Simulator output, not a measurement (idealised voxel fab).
Name of the process module below: voxel self aligned contacts
Shown is cross-section cut, with a width of 245 nm and square cells of size 5 nm.
Bands, listed from the top down, are how a cross-section gets written in this document; the cross-section itself is a grid of square cells, and a band is one or more rows of them. Heads up on the band format: heights come first, top then bottom, in nm. After that it's the materials left to right, each with its width in nm. A single material flagged "all across" fills the whole band edge to edge, and "air" means there's empty space there. Basically, 0 is our baseline, since under it the wafer straight out of the box is all one material. The bottom band has no lower end and keeps on going down, so it looks like "0 and below". Graded width ("30..40"): value in top row of band = first number; value in bottom row = second number; row-to-row change constant. What does "remained unchanged" mean for a step? It means no cell of the cross-section changed in that step. "Sealed voids" means: voids of 8 cells or more that are shut off from the top with no open way through. Written width x height at distance, distance from the left edge, in nm. Formally, on a step line, whatever follows the settings is a remark that the simulator itself makes on the step. A step line may carry the setting "overlay nm", which, for steps involving a mask, states the distance by which the mask lay to the right of its intended position; negative values denote displacement to the left.

**List of planned process steps**
1: RECEIVE | material Si
2: CONFORMAL_DEP | material SiO2 | thk nm 5
3: DIRECTIONAL_DEP | material polySi | thk nm 20
4: DIRECTIONAL_DEP | material SiN | thk nm 25
5: DIRECTIONAL_DEP | material aC | thk nm 10
6: PATTERN | tone cover | mask id GATE | material resist | width nm 25 | pitch nm 70 | thk nm 30 | overlay nm 0
7: DIRECTIONAL_ETCH | etch materials aC | depth nm 10
8: STRIP | etch materials resist
9: DIRECTIONAL_ETCH | etch materials SiN | depth nm 25
10: DIRECTIONAL_ETCH | etch materials polySi | depth nm 20
11: STRIP | etch materials aC
12: CONFORMAL_DEP | material SiN | thk nm 10
13: DIRECTIONAL_ETCH | etch materials SiN | depth nm 10
14: FILL_DEP | material SiO2 | thk nm 10
15: CMP | height nm 55
16: MASKED_ETCH | tone open | mask id CONTACT | width nm 55 | pitch nm 70 | etch materials SiO2 | depth nm 55 | overlay nm 0
17: CONFORMAL_DEP | material TiN | thk nm 5
18: FILL_DEP | material W | thk nm 5
19: CMP | height nm 55
20: CONFORMAL_DEP | material SiCN | thk nm 5

**The first wafer of two, processed as planned**

**As-received state of the wafer in cross-section, equivalent to post-step 1**
* 0 and below | Si all across
* Sealed voids: none

**The wafer, seen in cross-section, after step 2**
* 5 down to 0 | SiO2 all across
* Heights below 0 show no change.

**The wafer, seen in cross-section, after step 3**
* 25 down to 5 | polySi all across
* Heights below 5 show no change.

**The wafer, seen in cross-section, after step 4**
* 50 down to 25 | SiN all across
* Heights below 25 show no change.

**The wafer, seen in cross-section, after step 5**
* 60 down to 50 | aC all across
* Heights below 50 show no change.

**The wafer, seen in cross-section, after step 6**
* 90 down to 60 | air (40) | resist (25) | air (45) | resist (25) | air (45) | resist (25) | air (40)
* Heights below 60 show no change.

**The wafer, seen in cross-section, after step 7**
* 80 down to 60 | air (40) | resist (25) | air (45) | resist (25) | air (45) | resist (25) | air (40)
* 60 down to 50 | air (40) | aC (25) | air (45) | aC (25) | air (45) | aC (25) | air (40)
* Heights below 50 show no change.

**The wafer, seen in cross-section, after step 8**
* 60 down to 50 | air (40) | aC (25) | air (45) | aC (25) | air (45) | aC (25) | air (40)
* Heights below 50 show no change.

**The wafer, seen in cross-section, after step 9**
* 60 down to 50 | air (40) | aC (25) | air (45) | aC (25) | air (45) | aC (25) | air (40)
* 50 down to 25 | air (40) | SiN (25) | air (45) | SiN (25) | air (45) | SiN (25) | air (40)
* Heights below 25 show no change.

**The wafer, seen in cross-section, after step 10**
* 60 down to 50 | air (40) | aC (25) | air (45) | aC (25) | air (45) | aC (25) | air (40)
* 50 down to 25 | air (40) | SiN (25) | air (45) | SiN (25) | air (45) | SiN (25) | air (40)
* 25 down to 5 | air (40) | polySi (25) | air (45) | polySi (25) | air (45) | polySi (25) | air (40)
* Heights below 5 show no change.

**The wafer, seen in cross-section, after step 11**
* 50 down to 25 | air (40) | SiN (25) | air (45) | SiN (25) | air (45) | SiN (25) | air (40)
* Heights below 25 show no change.

**The wafer, seen in cross-section, after step 12**
* 60 down to 25 | air (30) | SiN (45) | air (25) | SiN (45) | air (25) | SiN (45) | air (30)
* 25 down to 15 | air (30) | SiN (10) | polySi (25) | SiN (10) | air (25) | SiN (10) | polySi (25) | SiN (10) | air (25) | SiN (10) | polySi (25) | SiN (10) | air (30)
* 15 down to 5 | SiN (40) | polySi (25) | SiN (45) | polySi (25) | SiN (45) | polySi (25) | SiN (40)
* Heights below 5 show no change.

**The wafer, seen in cross-section, after step 13**
* 50 down to 25 | air (30) | SiN (45) | air (25) | SiN (45) | air (25) | SiN (45) | air (30)
* 25 down to 5 | air (30) | SiN (10) | polySi (25) | SiN (10) | air (25) | SiN (10) | polySi (25) | SiN (10) | air (25) | SiN (10) | polySi (25) | SiN (10) | air (30)
* Heights below 5 show no change.

**The wafer, seen in cross-section, after step 14**
* 60 down to 50 | SiO2 all across
* 50 down to 25 | SiO2 (30) | SiN (45) | SiO2 (25) | SiN (45) | SiO2 (25) | SiN (45) | SiO2 (30)
* 25 down to 5 | SiO2 (30) | SiN (10) | polySi (25) | SiN (10) | SiO2 (25) | SiN (10) | polySi (25) | SiN (10) | SiO2 (25) | SiN (10) | polySi (25) | SiN (10) | SiO2 (30)
* Heights below 5 show no change.

**The wafer, seen in cross-section, after step 15**
* 55 down to 50 | SiO2 all across
* Heights below 50 show no change.

**The wafer, seen in cross-section, after step 16**
* 55 down to 50 | SiO2 (60) | air (55) | SiO2 (15) | air (55) | SiO2 (60)
* 50 down to 25 | SiO2 (30) | SiN (45) | air (25) | SiN (45) | air (25) | SiN (45) | SiO2 (30)
* 25 down to 5 | SiO2 (30) | SiN (10) | polySi (25) | SiN (10) | air (25) | SiN (10) | polySi (25) | SiN (10) | air (25) | SiN (10) | polySi (25) | SiN (10) | SiO2 (30)
* 5 down to 0 | SiO2 (75) | air (25) | SiO2 (45) | air (25) | SiO2 (75)
* Heights below 0 show no change.

**The wafer, seen in cross-section, after step 17**
* 60 down to 55 | TiN (65) | air (45) | TiN (25) | air (45) | TiN (65)
* 55 down to 50 | SiO2 (60) | TiN (20) | air (15) | TiN (20) | SiO2 (15) | TiN (20) | air (15) | TiN (20) | SiO2 (60)
* 50 down to 25 | SiO2 (30) | SiN (45) | TiN (5) | air (15) | TiN (5) | SiN (45) | TiN (5) | air (15) | TiN (5) | SiN (45) | SiO2 (30)
* 25 down to 5 | SiO2 (30) | SiN (10) | polySi (25) | SiN (10) | TiN (5) | air (15) | TiN (5) | SiN (10) | polySi (25) | SiN (10) | TiN (5) | air (15) | TiN (5) | SiN (10) | polySi (25) | SiN (10) | SiO2 (30)
* 5 down to 0 | SiO2 (75) | TiN (25) | SiO2 (45) | TiN (25) | SiO2 (75)
* Heights below 0 show no change.

**The wafer, seen in cross-section, after step 18**
* 65 down to 60 | W all across
* 60 down to 55 | TiN (65) | W (45) | TiN (25) | W (45) | TiN (65)
* 55 down to 50 | SiO2 (60) | TiN (20) | W (15) | TiN (20) | SiO2 (15) | TiN (20) | W (15) | TiN (20) | SiO2 (60)
* 50 down to 25 | SiO2 (30) | SiN (45) | TiN (5) | W (15) | TiN (5) | SiN (45) | TiN (5) | W (15) | TiN (5) | SiN (45) | SiO2 (30)
* 25 down to 5 | SiO2 (30) | SiN (10) | polySi (25) | SiN (10) | TiN (5) | W (15) | TiN (5) | SiN (10) | polySi (25) | SiN (10) | TiN (5) | W (15) | TiN (5) | SiN (10) | polySi (25) | SiN (10) | SiO2 (30)
* Heights below 5 show no change.

**The wafer, seen in cross-section, after step 19**
* 55 down to 50 | SiO2 (60) | TiN (20) | W (15) | TiN (20) | SiO2 (15) | TiN (20) | W (15) | TiN (20) | SiO2 (60)
* Heights below 50 show no change.

**The wafer, seen in cross-section, after step 20**
* 60 down to 55 | SiCN all across
* Heights below 55 show no change.

**second wafer: like start, like plan, one mistake. Through step 5 it matches the first wafer**

**Cross-section of the second wafer at the time by which step 6 should have been completed according to the plan**
* 90 down to 60 | air (35) | resist (25) | air (45) | resist (25) | air (45) | resist (25) | air (45)
* Heights below 60 show no change.

**Cross-section of the second wafer at the time by which step 7 should have been completed according to the plan**
* 80 down to 60 | air (35) | resist (25) | air (45) | resist (25) | air (45) | resist (25) | air (45)
* 60 down to 50 | air (35) | aC (25) | air (45) | aC (25) | air (45) | aC (25) | air (45)
* Heights below 50 show no change.

**Cross-section of the second wafer at the time by which step 8 should have been completed according to the plan**
* 60 down to 50 | air (35) | aC (25) | air (45) | aC (25) | air (45) | aC (25) | air (45)
* Heights below 50 show no change.

**Cross-section of the second wafer at the time by which step 9 should have been completed according to the plan**
* 60 down to 50 | air (35) | aC (25) | air (45) | aC (25) | air (45) | aC (25) | air (45)
* 50 down to 25 | air (35) | SiN (25) | air (45) | SiN (25) | air (45) | SiN (25) | air (45)
* Heights below 25 show no change.

**Cross-section of the second wafer at the time by which step 10 should have been completed according to the plan**
* 60 down to 50 | air (35) | aC (25) | air (45) | aC (25) | air (45) | aC (25) | air (45)
* 50 down to 25 | air (35) | SiN (25) | air (45) | SiN (25) | air (45) | SiN (25) | air (45)
* 25 down to 5 | air (35) | polySi (25) | air (45) | polySi (25) | air (45) | polySi (25) | air (45)
* Heights below 5 show no change.

**Cross-section of the second wafer at the time by which step 11 should have been completed according to the plan**
* 50 down to 25 | air (35) | SiN (25) | air (45) | SiN (25) | air (45) | SiN (25) | air (45)
* Heights below 25 show no change.

**Cross-section of the second wafer at the time by which step 12 should have been completed according to the plan**
* 60 down to 25 | air (25) | SiN (45) | air (25) | SiN (45) | air (25) | SiN (45) | air (35)
* 25 down to 15 | air (25) | SiN (10) | polySi (25) | SiN (10) | air (25) | SiN (10) | polySi (25) | SiN (10) | air (25) | SiN (10) | polySi (25) | SiN (10) | air (35)
* 15 down to 5 | SiN (35) | polySi (25) | SiN (45) | polySi (25) | SiN (45) | polySi (25) | SiN (45)
* Heights below 5 show no change.

**Cross-section of the second wafer at the time by which step 13 should have been completed according to the plan**
* 50 down to 25 | air (25) | SiN (45) | air (25) | SiN (45) | air (25) | SiN (45) | air (35)
* 25 down to 5 | air (25) | SiN (10) | polySi (25) | SiN (10) | air (25) | SiN (10) | polySi (25) | SiN (10) | air (25) | SiN (10) | polySi (25) | SiN (10) | air (35)
* Heights below 5 show no change.

**Cross-section of the second wafer at the time by which step 14 should have been completed according to the plan**
* 60 down to 50 | SiO2 all across
* 50 down to 25 | SiO2 (25) | SiN (45) | SiO2 (25) | SiN (45) | SiO2 (25) | SiN (45) | SiO2 (35)
* 25 down to 5 | SiO2 (25) | SiN (10) | polySi (25) | SiN (10) | SiO2 (25) | SiN (10) | polySi (25) | SiN (10) | SiO2 (25) | SiN (10) | polySi (25) | SiN (10) | SiO2 (35)
* Heights below 5 show no change.

**Cross-section of the second wafer at the time by which step 15 should have been completed according to the plan**
* 55 down to 50 | SiO2 all across
* Heights below 50 show no change.

**Cross-section of the second wafer at the time by which step 16 should have been completed according to the plan**
* 55 down to 50 | SiO2 (60) | air (55) | SiO2 (15) | air (55) | SiO2 (60)
* 50 down to 25 | SiO2 (25) | SiN (45) | air (25) | SiN (45) | air (25) | SiN (45) | SiO2 (35)
* 25 down to 5 | SiO2 (25) | SiN (10) | polySi (25) | SiN (10) | air (25) | SiN (10) | polySi (25) | SiN (10) | air (25) | SiN (10) | polySi (25) | SiN (10) | SiO2 (35)
* 5 down to 0 | SiO2 (70) | air (25) | SiO2 (45) | air (25) | SiO2 (80)
* Heights below 0 show no change.

**Cross-section of the second wafer at the time by which step 17 should have been completed according to the plan**
* 60 down to 55 | TiN (65) | air (45) | TiN (25) | air (45) | TiN (65)
* 55 down to 50 | SiO2 (60) | TiN (15) | air (15) | TiN (25) | SiO2 (15) | TiN (15) | air (15) | TiN (25) | SiO2 (60)
* 50 down to 25 | SiO2 (25) | SiN (45) | TiN (5) | air (15) | TiN (5) | SiN (45) | TiN (5) | air (15) | TiN (5) | SiN (45) | SiO2 (35)
* 25 down to 5 | SiO2 (25) | SiN (10) | polySi (25) | SiN (10) | TiN (5) | air (15) | TiN (5) | SiN (10) | polySi (25) | SiN (10) | TiN (5) | air (15) | TiN (5) | SiN (10) | polySi (25) | SiN (10) | SiO2 (35)
* 5 down to 0 | SiO2 (70) | TiN (25) | SiO2 (45) | TiN (25) | SiO2 (80)
* Heights below 0 show no change.

**Cross-section of the second wafer at the time by which step 18 should have been completed according to the plan**
* 65 down to 60 | W all across
* 60 down to 55 | TiN (65) | W (45) | TiN (25) | W (45) | TiN (65)
* 55 down to 50 | SiO2 (60) | TiN (15) | W (15) | TiN (25) | SiO2 (15) | TiN (15) | W (15) | TiN (25) | SiO2 (60)
* 50 down to 25 | SiO2 (25) | SiN (45) | TiN (5) | W (15) | TiN (5) | SiN (45) | TiN (5) | W (15) | TiN (5) | SiN (45) | SiO2 (35)
* 25 down to 5 | SiO2 (25) | SiN (10) | polySi (25) | SiN (10) | TiN (5) | W (15) | TiN (5) | SiN (10) | polySi (25) | SiN (10) | TiN (5) | W (15) | TiN (5) | SiN (10) | polySi (25) | SiN (10) | SiO2 (35)
* Heights below 5 show no change.

**Cross-section of the second wafer at the time by which step 19 should have been completed according to the plan**
* 55 down to 50 | SiO2 (60) | TiN (15) | W (15) | TiN (25) | SiO2 (15) | TiN (15) | W (15) | TiN (25) | SiO2 (60)
* Heights below 50 show no change.

**Cross-section of the second wafer at the time by which step 20 should have been completed according to the plan**
* 60 down to 55 | SiCN all across
* Heights below 55 show no change.
It is concluded that the wafer was processed incorrectly with respect to the plan, in that rather than as planned, step 6 actually ran as PATTERN | tone cover | mask id GATE | material resist | width nm 25 | pitch nm 70 | thk nm 30 | overlay nm -5
If you tally the cells, the second wafer ends up with the same amount of every material as the first; it's all just sitting in different places.
